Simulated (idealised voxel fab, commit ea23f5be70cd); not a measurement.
Documented hereafter: the process module known as voxel capacitor over wiring.
The figure presents cross-section cut, which has a width of 270 nm and is divided into square cells with an edge length of 5 nm.
When this document writes out a cross-section, it uses a grid of square cells and lists it as bands, beginning at the top and moving down, with a band standing for one or more rows of cells. Band: top height; bottom height; in nm. Then, left to right: material with width in nm, for each material. "full width": a single material spanning edge to edge. "empty": empty space. Heights are expressed relative to 0, this being the level below which the as-received wafer comprises one material exclusively. The lowest band is unbounded in the downward direction and is denoted as in "0 nm and below". Note: "30->40" means the width goes from the first number (top row of the band) to the second number (bottom row) in equal steps per row of cells. Where the words "no modifications" appear for a step, the cross-section shows no cell changed by that step; every cell remained as before. "Trapped voids": sealed empty spaces, 8 cells or more, no open way to top, listed width x height at distance, with distance from the left edge and width, height and distance in nm. On each step's line, the part that comes after the settings is the simulator's own comment on the step. Among the settings permitted on a step's line is "overlay nm"; applied to a step with a mask, it specifies the extent to which the mask lay to the right of its planned position, whereas a negative figure signifies a position to the left.
### Steps in the process plan
- 1: RECEIVE (material Si)
- 2: CONFORMAL_DEP (material SiO2; thk nm 15)
- 3: CONFORMAL_DEP (material SiCN; thk nm 5)
- 4: DIRECTIONAL_DEP (material SiO2; thk nm 15)
- 5: DIRECTIONAL_DEP (material aC; thk nm 10)
- 6: PATTERN (tone open; mask id METAL_1; material resist; width nm 25; pitch nm 90; thk nm 25; overlay nm 0)
- 7: DIRECTIONAL_ETCH (etch materials aC; depth nm 10)
- 8: STRIP (etch materials resist)
- 9: DIRECTIONAL_ETCH (etch materials SiO2; depth nm 15)
- 10: DIRECTIONAL_ETCH (etch materials SiCN; depth nm 5)
- 11: STRIP (etch materials aC)
- 12: CONFORMAL_DEP (material TiN; thk nm 5)
- 13: FILL_DEP (material Ru; thk nm 5)
- 14: CMP (height nm 35)
- 15: CONFORMAL_DEP (material SiCN; thk nm 5)
- 16: DIRECTIONAL_DEP (material SiO2; thk nm 20)
- 17: MASKED_ETCH (tone open; mask id PLUG_1; width nm 15; etch materials SiO2; depth nm 20; overlay nm 0)
- 18: MASKED_ETCH (tone open; mask id PLUG_1; width nm 15; etch materials SiCN; depth nm 5; overlay nm 0)
- 19: CONFORMAL_DEP (material TiN; thk nm 5)
- 20: FILL_DEP (material Cu; thk nm 5)
- 21: CMP (height nm 60)
- 22: DIRECTIONAL_DEP (material TiN; thk nm 10)
- 23: DIRECTIONAL_DEP (material HfO2; thk nm 5)
- 24: DIRECTIONAL_DEP (material TiN; thk nm 5)
- 25: DIRECTIONAL_DEP (material aC; thk nm 10)
- 26: PATTERN (tone cover; mask id UPPER_PLATE; material resist; width nm 70; thk nm 25; overlay nm 0)
- 27: DIRECTIONAL_ETCH (etch materials aC; depth nm 10)
- 28: STRIP (etch materials resist)
- 29: DIRECTIONAL_ETCH (etch materials TiN; depth nm 5)
- 30: DIRECTIONAL_ETCH (etch materials HfO2; depth nm 5)
- 31: STRIP (etch materials aC)
- 32: DIRECTIONAL_DEP (material aC; thk nm 15)
- 33: PATTERN (tone cover; mask id LOWER_PLATE; material resist; width nm 80; thk nm 30; overlay nm 0)
- 34: DIRECTIONAL_ETCH (etch materials aC; depth nm 15)
- 35: STRIP (etch materials resist)
- 36: DIRECTIONAL_ETCH (etch materials TiN; depth nm 10)
- 37: STRIP (etch materials aC)
- 38: FILL_DEP (material SiO2; thk nm 20)
- 39: CMP (height nm 95)
- 40: MASKED_ETCH (tone open; mask id PLUG_2; width nm 15; etch materials SiO2; depth nm 15; overlay nm 0)
- 41: CONFORMAL_DEP (material TiN; thk nm 5)
- 42: FILL_DEP (material W; thk nm 5)
- 43: CMP (height nm 95)
- 44: CONFORMAL_DEP (material SiCN; thk nm 5)
### Received-state cross-section, reflecting completion of step 1
  0 nm and below = Si full width
  Trapped voids: none
### The following cross-section depicts the wafer upon conclusion of the module. Processing commenced from the starting condition illustrated above and adhered to the plan illustrated above, save for one mistake in execution
  100 nm to 95 nm = Ru full width
  95 nm to 85 nm = SiO2 (95) | TiN (5) | W (5) | TiN (5) | SiO2 (160)
  85 nm to 75 nm = SiO2 (95->85) | TiN (15->70) | SiO2 (160->115)
  75 nm to 70 nm = SiO2 (85) | HfO2 (70) | SiO2 (115)
  70 nm to 60 nm = SiO2 (80) | TiN (80) | SiO2 (110)
  60 nm to 40 nm = SiO2 (85) | TiN (5) | Cu (5) | TiN (5) | SiO2 (170)
  40 nm to 35 nm = SiCN (85) | TiN (15) | SiCN (170)
  35 nm to 20 nm = SiO2 (75) | TiN (5) | Ru (15) | TiN (5) | SiO2 (65) | TiN (5) | Ru (15) | TiN (5) | SiO2 (80)
  20 nm to 15 nm = SiCN (75) | TiN (25) | SiCN (65) | TiN (25) | SiCN (80)
  15 nm to 0 nm = SiO2 full width
  0 nm and below = Si full width
  Trapped voids: none
Misprocessing identified: step 44 deviated from plan and actually ran as CONFORMAL_DEP (material Ru; thk nm 5)
